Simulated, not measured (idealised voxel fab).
This is a process module. Its name is voxel wiring stack.
cross-section cut | 150 nm wide | cells 5 nm
This document writes a cross-section as a grid whose cells are square, and gives it as bands, listed from the top down; one or more rows of cells form a band. In this notation a band is specified by the heights of its top and bottom, in that order and in nm, after which its materials appear from left to right, each paired with its width in nm. The word "full width" attached to a single material means that material fills the band from edge to edge; the word "empty" stands for empty space. Measure heights from 0. That's the level where, below it, the as-received wafer is all one material. The lowest band is bottomless and extends downward; write it as in "0 -> down". The width entry "30..40" should be interpreted row by row: the top row of cells in the band takes the first number, the bottom row takes the second number, and the change between adjacent rows is uniform throughout. No cell of the cross-section changed in a step that is given as "stayed the same". What "Non-vented voids" gives you is every empty space of 8 cells or more that is cut off from the top. Each appears as width x height at distance, with the distance taken from the left edge and width, height and distance all in nm. Text after the settings on a step's line: the simulator's own remark on that step. The optional step-line setting "overlay nm" applies to steps with a mask and quantifies how far to the right of its planned location the mask lay, a negative value indicating leftward placement.

**The following list gives the planned process steps**
| 1 | RECEIVE [material Si] |
| 2 | CONFORMAL_DEP [material SiO2] [thk nm 15] |
| 3 | CONFORMAL_DEP [material SiCN] [thk nm 5] |
| 4 | DIRECTIONAL_DEP [material SiO2] [thk nm 15] |
| 5 | DIRECTIONAL_DEP [material aC] [thk nm 10] |
| 6 | PATTERN [tone open] [mask id METAL_1] [material resist] [width nm 25] [pitch nm 40] [thk nm 25] [overlay nm 0] |
| 7 | DIRECTIONAL_ETCH [etch materials aC] [depth nm 10] |
| 8 | STRIP [etch materials resist] |
| 9 | DIRECTIONAL_ETCH [etch materials SiO2] [depth nm 15] |
| 10 | DIRECTIONAL_ETCH [etch materials SiCN] [depth nm 5] |
| 11 | STRIP [etch materials aC] |
| 12 | CONFORMAL_DEP [material TiN] [thk nm 5] |
| 13 | FILL_DEP [material Cu] [thk nm 5] |
| 14 | CMP [height nm 35] |
| 15 | CONFORMAL_DEP [material SiCN] [thk nm 5] |
| 16 | DIRECTIONAL_DEP [material lowk] [thk nm 30] |
| 17 | DIRECTIONAL_DEP [material aC] [thk nm 15] |
| 18 | PATTERN [tone open] [mask id METAL_2] [material resist] [width nm 25] [pitch nm 40] [thk nm 30] [overlay nm 0] |
| 19 | DIRECTIONAL_ETCH [etch materials aC] [depth nm 15] |
| 20 | STRIP [etch materials resist] |
| 21 | DIRECTIONAL_ETCH [etch materials lowk] [depth nm 5] |
| 22 | STRIP [etch materials aC] |
| 23 | MASKED_ETCH [tone open] [mask id METAL_2_HOLES] [width nm 15] [pitch nm 80] [etch materials lowk] [depth nm 15] [overlay nm 0] |
| 24 | MASKED_ETCH [tone open] [mask id METAL_2_HOLES] [width nm 15] [pitch nm 80] [etch materials SiCN] [depth nm 5] [overlay nm 0] |
| 25 | CONFORMAL_DEP [material TiN] [thk nm 5] |
| 26 | FILL_DEP [material Ru] [thk nm 10] |
| 27 | CMP [height nm 70] |
| 28 | CONFORMAL_DEP [material SiN] [thk nm 5] |
It is noted that the wafers described herein are identical at the outset and are distinguished by the depth nm of step 21; the value stated in the plan corresponds to the first wafer.

**Here's the first of the wafers in cross-section, just as we got it, i.e. after step 1**
> 0 -> down: Si full width
> Non-vented voids: none

**After the module's final step, step 28: the first of several wafers in cross-section**
> 75 -> 70: SiN full width
> 70 -> 65: 20 lowk / 5 TiN / 5 Ru / 15 TiN / 15 lowk / 25 TiN / 15 lowk / 5 TiN / 5 Ru / 15 TiN / 25 lowk
> 65 -> 55: 20 lowk / 5 TiN / 5 Ru / 5 TiN / 65 lowk / 5 TiN / 5 Ru / 5 TiN / 35 lowk
> 55 -> 50: 20 lowk / 15 TiN / 65 lowk / 15 TiN / 35 lowk
> 50 -> 40: lowk full width
> 40 -> 35: SiCN full width
> 35 -> 20: 20 SiO2 / 5 TiN / 15 Cu / 5 TiN / 15 SiO2 / 5 TiN / 15 Cu / 5 TiN / 15 SiO2 / 5 TiN / 15 Cu / 5 TiN / 25 SiO2
> 20 -> 15: 20 SiCN / 25 TiN / 15 SiCN / 25 TiN / 15 SiCN / 25 TiN / 25 SiCN
> 15 -> 0: SiO2 full width
> 0 -> down: Si full width
> Non-vented voids: none

**End of module: cross-section, last of several wafers**
> 75 -> 70: SiN full width
> 70 -> 45: 20 lowk / 5 TiN / 15 Ru / 5 TiN / 15 lowk / 5 TiN / 15 Ru / 5 TiN / 15 lowk / 5 TiN / 15 Ru / 5 TiN / 25 lowk
> 45 -> 40: 20 lowk / 5 TiN / 5 Ru / 15 TiN / 15 lowk / 25 TiN / 15 lowk / 5 TiN / 5 Ru / 15 TiN / 25 lowk
> 40 -> 35: 20 SiCN / 15 TiN / 65 SiCN / 15 TiN / 35 SiCN
> 35 -> 20: 20 SiO2 / 5 TiN / 15 Cu / 5 TiN / 15 SiO2 / 5 TiN / 15 Cu / 5 TiN / 15 SiO2 / 5 TiN / 15 Cu / 5 TiN / 25 SiO2
> 20 -> 15: 20 SiCN / 25 TiN / 15 SiCN / 25 TiN / 15 SiCN / 25 TiN / 25 SiCN
> 15 -> 0: SiO2 full width
> 0 -> down: Si full width
> Non-vented voids: none

**Take any row and you have a wafer at the end of the module: how many cells of each material it has gained (+) or lost (-) since it was received, and then its closed voids**
depth nm 5; +27 Cu; +6 Ru; +45 SiCN; +30 SiN; +135 SiO2; +60 TiN; +147 lowk; Non-vented voids: none
depth nm 10; +27 Cu; +15 Ru; +45 SiCN; +30 SiN; +135 SiO2; +66 TiN; +132 lowk; Non-vented voids: none
depth nm 15; +27 Cu; +26 Ru; +39 SiCN; +30 SiN; +135 SiO2; +76 TiN; +117 lowk; Non-vented voids: none
depth nm 20; +27 Cu; +33 Ru; +39 SiCN; +30 SiN; +135 SiO2; +78 TiN; +108 lowk; Non-vented voids: none
depth nm 25; +27 Cu; +40 Ru; +39 SiCN; +30 SiN; +135 SiO2; +80 TiN; +99 lowk; Non-vented voids: none
depth nm 30; +27 Cu; +47 Ru; +39 SiCN; +30 SiN; +135 SiO2; +82 TiN; +90 lowk; Non-vented voids: none
